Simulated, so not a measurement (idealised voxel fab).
Presented below is a process module, voxel capacitor over wiring.
280 nm wide, 5 nm square cells: that's cross-section cut.
Cross-section, as written here: a square-cell grid given band by band from the top down, where a band holds one or more rows of cells. Top height, bottom height, nm. Materials left to right, width each, nm. Single material + "everywhere" = fills band edge to edge. "air" = empty. Height reference: 0 = level under which incoming wafer is all one material. Lowest band: no bottom, runs on downward, e.g. "0 nm and below". It should be noted that a width expressed as "30..40" varies in equal increments from row to row of cells within the band, taking the value of the first number at the top row and that of the second number at the bottom row. "nothing was modified" means the step left every cell of the cross-section as it was. Closed empty spaces (no open way to the top) of 8 cells or more are what "Sealed-off cavities" lists, each as width x height at distance from the left edge, nm for all three. Whatever follows a step's settings on its line is a remark the simulator itself makes about that step. For masked steps, "overlay nm" on the step line gives how far right of plan the mask actually lay; a minus sign means it lay to the left.

The following list gives the planned process steps
1 RECEIVE | material Si
2 CONFORMAL_DEP | material SiO2 | thk nm 10
3 DIRECTIONAL_DEP | material TiN | thk nm 5
4 DIRECTIONAL_DEP | material W | thk nm 20
5 PATTERN | tone cover | mask id METAL_1 | material resist | width nm 20 | pitch nm 75 | thk nm 15 | overlay nm 0
6 DIRECTIONAL_ETCH | etch materials W | depth nm 20
7 DIRECTIONAL_ETCH | etch materials TiN | depth nm 5
8 STRIP | etch materials resist
9 FILL_DEP | material lowk | thk nm 5
10 CMP | height nm 35
11 CONFORMAL_DEP | material SiCN | thk nm 5
12 DIRECTIONAL_DEP | material SiO2 | thk nm 20
13 DIRECTIONAL_DEP | material aC | thk nm 15
14 PATTERN | tone open | mask id PLUG_1 | material resist | width nm 15 | thk nm 35 | overlay nm 0
15 DIRECTIONAL_ETCH | etch materials aC | depth nm 15
16 STRIP | etch materials resist
17 DIRECTIONAL_ETCH | etch materials SiO2 | depth nm 20
18 DIRECTIONAL_ETCH | etch materials SiCN | depth nm 5
19 STRIP | etch materials aC
20 EPI | material Ru | thk nm 10
21 EPI | material Ru | thk nm 10
22 EPI | material Ru | thk nm 5
23 DIRECTIONAL_DEP | material TiN | thk nm 5
24 DIRECTIONAL_DEP | material SiN | thk nm 5
25 DIRECTIONAL_DEP | material TiN | thk nm 5
26 PATTERN | tone cover | mask id UPPER_PLATE | material resist | width nm 60 | thk nm 20 | overlay nm 0
27 DIRECTIONAL_ETCH | etch materials TiN | depth nm 5
28 DIRECTIONAL_ETCH | etch materials SiN | depth nm 5
29 STRIP | etch materials resist
30 MASKED_ETCH | tone cover | mask id LOWER_PLATE | width nm 70 | etch materials TiN | depth nm 5 | overlay nm 0
31 FILL_DEP | material SiO2 | thk nm 15
32 CMP | height nm 85
33 MASKED_ETCH | tone open | mask id PLUG_2 | width nm 15 | etch materials SiO2 | depth nm 10 | overlay nm 0
34 CONFORMAL_DEP | material TiN | thk nm 5
35 FILL_DEP | material Cu | thk nm 5
36 CMP | height nm 85
37 CONFORMAL_DEP | material SiCN | thk nm 5

The first of the two wafers, which ran as planned

Incoming wafer, cross-sectional view, post step 1
    0 nm and below = Si everywhere
    Sealed-off cavities: none

Wafer section view after processing step 2
    10 nm to 0 nm = SiO2 everywhere
    Below 0 it's all the same as before, nothing changed down there.

Wafer section view after processing step 3
    15 nm to 10 nm = TiN everywhere
    Below 10 it's all the same as before, nothing changed down there.

Wafer section view after processing step 4
    35 nm to 15 nm = W everywhere
    Below 15 it's all the same as before, nothing changed down there.

Wafer section view after processing step 5
    50 nm to 35 nm = air=90; resist=20; air=55; resist=20; air=95
    Below 35 it's all the same as before, nothing changed down there.

Wafer section view after processing step 6
    50 nm to 35 nm = air=90; resist=20; air=55; resist=20; air=95
    35 nm to 15 nm = air=90; W=20; air=55; W=20; air=95
    Below 15 it's all the same as before, nothing changed down there.

Wafer section view after processing step 7
    50 nm to 35 nm = air=90; resist=20; air=55; resist=20; air=95
    35 nm to 15 nm = air=90; W=20; air=55; W=20; air=95
    15 nm to 10 nm = air=90; TiN=20; air=55; TiN=20; air=95
    Below 10 it's all the same as before, nothing changed down there.

Wafer section view after processing step 8
    35 nm to 15 nm = air=90; W=20; air=55; W=20; air=95
    Below 15 it's all the same as before, nothing changed down there.

Wafer section view after processing step 9
    40 nm to 35 nm = lowk everywhere
    35 nm to 15 nm = lowk=90; W=20; lowk=55; W=20; lowk=95
    15 nm to 10 nm = lowk=90; TiN=20; lowk=55; TiN=20; lowk=95
    Below 10 it's all the same as before, nothing changed down there.

Wafer section view after processing step 10
    35 nm to 15 nm = lowk=90; W=20; lowk=55; W=20; lowk=95
    Below 15 it's all the same as before, nothing changed down there.

Wafer section view after processing step 11
    40 nm to 35 nm = SiCN everywhere
    Below 35 it's all the same as before, nothing changed down there.

Wafer section view after processing step 12
    60 nm to 40 nm = SiO2 everywhere
    Below 40 it's all the same as before, nothing changed down there.

Wafer section view after processing step 13
    75 nm to 60 nm = aC everywhere
    Below 60 it's all the same as before, nothing changed down there.

Wafer section view after processing step 14
    110 nm to 75 nm = resist=95; air=15; resist=170
    Below 75 it's all the same as before, nothing changed down there.

Wafer section view after processing step 15
    95 nm to 75 nm = resist=95; air=15; resist=170
    75 nm to 60 nm = aC=95; air=15; aC=170
    Below 60 it's all the same as before, nothing changed down there.

Wafer section view after processing step 16
    75 nm to 60 nm = aC=95; air=15; aC=170
    Below 60 it's all the same as before, nothing changed down there.

Wafer section view after processing step 17
    75 nm to 60 nm = aC=95; air=15; aC=170
    60 nm to 40 nm = SiO2=95; air=15; SiO2=170
    Below 40 it's all the same as before, nothing changed down there.

Wafer section view after processing step 18
    75 nm to 60 nm = aC=95; air=15; aC=170
    60 nm to 40 nm = SiO2=95; air=15; SiO2=170
    40 nm to 35 nm = SiCN=95; air=15; SiCN=170
    Below 35 it's all the same as before, nothing changed down there.

Wafer section view after processing step 19
    60 nm to 40 nm = SiO2=95; air=15; SiO2=170
    Below 40 it's all the same as before, nothing changed down there.

Wafer section view after processing step 20
    60 nm to 45 nm = SiO2=95; air=15; SiO2=170
    45 nm to 40 nm = SiO2=95; Ru=15; SiO2=170
    40 nm to 35 nm = SiCN=95; Ru=15; SiCN=170
    Below 35 it's all the same as before, nothing changed down there.

Wafer section view after processing step 21
    60 nm to 55 nm = SiO2=95; air=15; SiO2=170
    55 nm to 40 nm = SiO2=95; Ru=15; SiO2=170
    Below 40 it's all the same as before, nothing changed down there.

Wafer section view after processing step 22
    60 nm to 40 nm = SiO2=95; Ru=15; SiO2=170
    Below 40 it's all the same as before, nothing changed down there.

Wafer section view after processing step 23
    65 nm to 60 nm = TiN everywhere
    Below 60 it's all the same as before, nothing changed down there.

Wafer section view after processing step 24
    70 nm to 65 nm = SiN everywhere
    Below 65 it's all the same as before, nothing changed down there.

Wafer section view after processing step 25
    75 nm to 70 nm = TiN everywhere
    Below 70 it's all the same as before, nothing changed down there.

Wafer section view after processing step 26
    95 nm to 75 nm = air=95; resist=60; air=125
    Below 75 it's all the same as before, nothing changed down there.

Wafer section view after processing step 27
    95 nm to 75 nm = air=95; resist=60; air=125
    75 nm to 70 nm = air=95; TiN=60; air=125
    Below 70 it's all the same as before, nothing changed down there.

Wafer section view after processing step 28
    95 nm to 75 nm = air=95; resist=60; air=125
    75 nm to 70 nm = air=95; TiN=60; air=125
    70 nm to 65 nm = air=95; SiN=60; air=125
    Below 65 it's all the same as before, nothing changed down there.

Wafer section view after processing step 29
    75 nm to 70 nm = air=95; TiN=60; air=125
    Below 70 it's all the same as before, nothing changed down there.

Wafer section view after processing step 30
    75 nm to 70 nm = air=95; TiN=60; air=125
    70 nm to 65 nm = air=95; SiN=60; air=125
    65 nm to 60 nm = air=90; TiN=70; air=120
    Below 60 it's all the same as before, nothing changed down there.

Wafer section view after processing step 31
    90 nm to 75 nm = SiO2 everywhere
    75 nm to 70 nm = SiO2=95; TiN=60; SiO2=125
    70 nm to 65 nm = SiO2=95; SiN=60; SiO2=125
    65 nm to 60 nm = SiO2=90; TiN=70; SiO2=120
    Below 60 it's all the same as before, nothing changed down there.

Wafer section view after processing step 32
    85 nm to 75 nm = SiO2 everywhere
    Below 75 it's all the same as before, nothing changed down there.

Wafer section view after processing step 33
    85 nm to 75 nm = SiO2=105; air=15; SiO2=160
    Below 75 it's all the same as before, nothing changed down there.

Wafer section view after processing step 34
    90 nm to 85 nm = TiN=110; air=5; TiN=165
    85 nm to 80 nm = SiO2=105; TiN=5; air=5; TiN=5; SiO2=160
    80 nm to 70 nm = SiO2=105..95; TiN=15..60; SiO2=160..125
    Below 70 it's all the same as before, nothing changed down there.

Wafer section view after processing step 35
    95 nm to 90 nm = Cu everywhere
    90 nm to 85 nm = TiN=110; Cu=5; TiN=165
    85 nm to 80 nm = SiO2=105; TiN=5; Cu=5; TiN=5; SiO2=160
    Below 80 it's all the same as before, nothing changed down there.

Wafer section view after processing step 36
    85 nm to 80 nm = SiO2=105; TiN=5; Cu=5; TiN=5; SiO2=160
    Below 80 it's all the same as before, nothing changed down there.

Wafer section view after processing step 37
    90 nm to 85 nm = SiCN everywhere
    Below 85 it's all the same as before, nothing changed down there.

The remaining wafer, second of the two, started like the first and was run to the same plan, except that one mistake was made along the way; the two coincide through step 10, inclusive

Second wafer, cut view, end of step 11 per plan
    55 nm to 35 nm = SiO2 everywhere
    Below 35 it's all the same as before, nothing changed down there.

Second wafer, cut view, end of step 12 per plan
    60 nm to 55 nm = SiCN everywhere
    Below 55 it's all the same as before, nothing changed down there.

Second wafer, cut view, end of step 13 per plan
    75 nm to 60 nm = aC everywhere
    Below 60 it's all the same as before, nothing changed down there.

Second wafer, cut view, end of step 14 per plan
    110 nm to 75 nm = resist=95; air=15; resist=170
    Below 75 it's all the same as before, nothing changed down there.

Second wafer, cut view, end of step 15 per plan
    95 nm to 75 nm = resist=95; air=15; resist=170
    75 nm to 60 nm = aC=95; air=15; aC=170
    Below 60 it's all the same as before, nothing changed down there.

Second wafer, cut view, end of step 16 per plan
    75 nm to 60 nm = aC=95; air=15; aC=170
    Below 60 it's all the same as before, nothing changed down there.

Second wafer, cut view, end of step 17 per plan: nothing was modified

Second wafer, cut view, end of step 18 per plan
    75 nm to 60 nm = aC=95; air=15; aC=170
    60 nm to 55 nm = SiCN=95; air=15; SiCN=170
    Below 55 it's all the same as before, nothing changed down there.

Second wafer, cut view, end of step 19 per plan
    60 nm to 55 nm = SiCN=95; air=15; SiCN=170
    Below 55 it's all the same as before, nothing changed down there.

Second wafer, cut view, end of step 20 per plan: nothing was modified

Second wafer, cut view, end of step 21 per plan: nothing was modified

Second wafer, cut view, end of step 22 per plan: nothing was modified

Second wafer, cut view, end of step 23 per plan
    65 nm to 60 nm = TiN=95; air=15; TiN=170
    60 nm to 55 nm = SiCN=95; TiN=15; SiCN=170
    Below 55 it's all the same as before, nothing changed down there.

Second wafer, cut view, end of step 24 per plan
    70 nm to 65 nm = SiN=95; air=15; SiN=170
    65 nm to 60 nm = TiN=95; SiN=15; TiN=170
    Below 60 it's all the same as before, nothing changed down there.

Second wafer, cut view, end of step 25 per plan
    75 nm to 70 nm = TiN=95; air=15; TiN=170
    70 nm to 65 nm = SiN=95; TiN=15; SiN=170
    Below 65 it's all the same as before, nothing changed down there.

Second wafer, cut view, end of step 26 per plan
    95 nm to 75 nm = air=95; resist=60; air=125
    75 nm to 70 nm = TiN=95; resist=15; TiN=170
    Below 70 it's all the same as before, nothing changed down there.

Second wafer, cut view, end of step 27 per plan
    95 nm to 75 nm = air=95; resist=60; air=125
    75 nm to 70 nm = air=95; resist=15; TiN=45; air=125
    Below 70 it's all the same as before, nothing changed down there.

Second wafer, cut view, end of step 28 per plan
    95 nm to 75 nm = air=95; resist=60; air=125
    75 nm to 70 nm = air=95; resist=15; TiN=45; air=125
    70 nm to 65 nm = air=95; TiN=15; SiN=45; air=125
    Below 65 it's all the same as before, nothing changed down there.

Second wafer, cut view, end of step 29 per plan
    75 nm to 70 nm = air=110; TiN=45; air=125
    Below 70 it's all the same as before, nothing changed down there.

Second wafer, cut view, end of step 30 per plan
    75 nm to 70 nm = air=110; TiN=45; air=125
    70 nm to 65 nm = air=95; TiN=15; SiN=45; air=125
    65 nm to 60 nm = air=90; TiN=5; SiN=15; TiN=50; air=120
    Below 60 it's all the same as before, nothing changed down there.

Second wafer, cut view, end of step 31 per plan
    90 nm to 75 nm = SiO2 everywhere
    75 nm to 70 nm = SiO2=110; TiN=45; SiO2=125
    70 nm to 65 nm = SiO2=95; TiN=15; SiN=45; SiO2=125
    65 nm to 60 nm = SiO2=90; TiN=5; SiN=15; TiN=50; SiO2=120
    Below 60 it's all the same as before, nothing changed down there.

Second wafer, cut view, end of step 32 per plan
    85 nm to 75 nm = SiO2 everywhere
    Below 75 it's all the same as before, nothing changed down there.

Second wafer, cut view, end of step 33 per plan
    85 nm to 75 nm = SiO2=105; air=15; SiO2=160
    Below 75 it's all the same as before, nothing changed down there.

Second wafer, cut view, end of step 34 per plan
    90 nm to 85 nm = TiN=110; air=5; TiN=165
    85 nm to 80 nm = SiO2=105; TiN=5; air=5; TiN=5; SiO2=160
    80 nm to 70 nm = SiO2=105..110; TiN=15..45; SiO2=160..125
    Below 70 it's all the same as before, nothing changed down there.

Second wafer, cut view, end of step 35 per plan
    95 nm to 90 nm = Cu everywhere
    90 nm to 85 nm = TiN=110; Cu=5; TiN=165
    85 nm to 80 nm = SiO2=105; TiN=5; Cu=5; TiN=5; SiO2=160
    Below 80 it's all the same as before, nothing changed down there.

Second wafer, cut view, end of step 36 per plan
    85 nm to 80 nm = SiO2=105; TiN=5; Cu=5; TiN=5; SiO2=160
    Below 80 it's all the same as before, nothing changed down there.

Second wafer, cut view, end of step 37 per plan
    90 nm to 85 nm = SiCN everywhere
    Below 85 it's all the same as before, nothing changed down there.
Deviation noted in wafer processing: the processing plan was not followed for steps 11 and 12, which were run with their positions exchanged
The second wafer ends with more or fewer cells of some materials than the first, per final count: 15 fewer of Ru, 15 more of SiO2
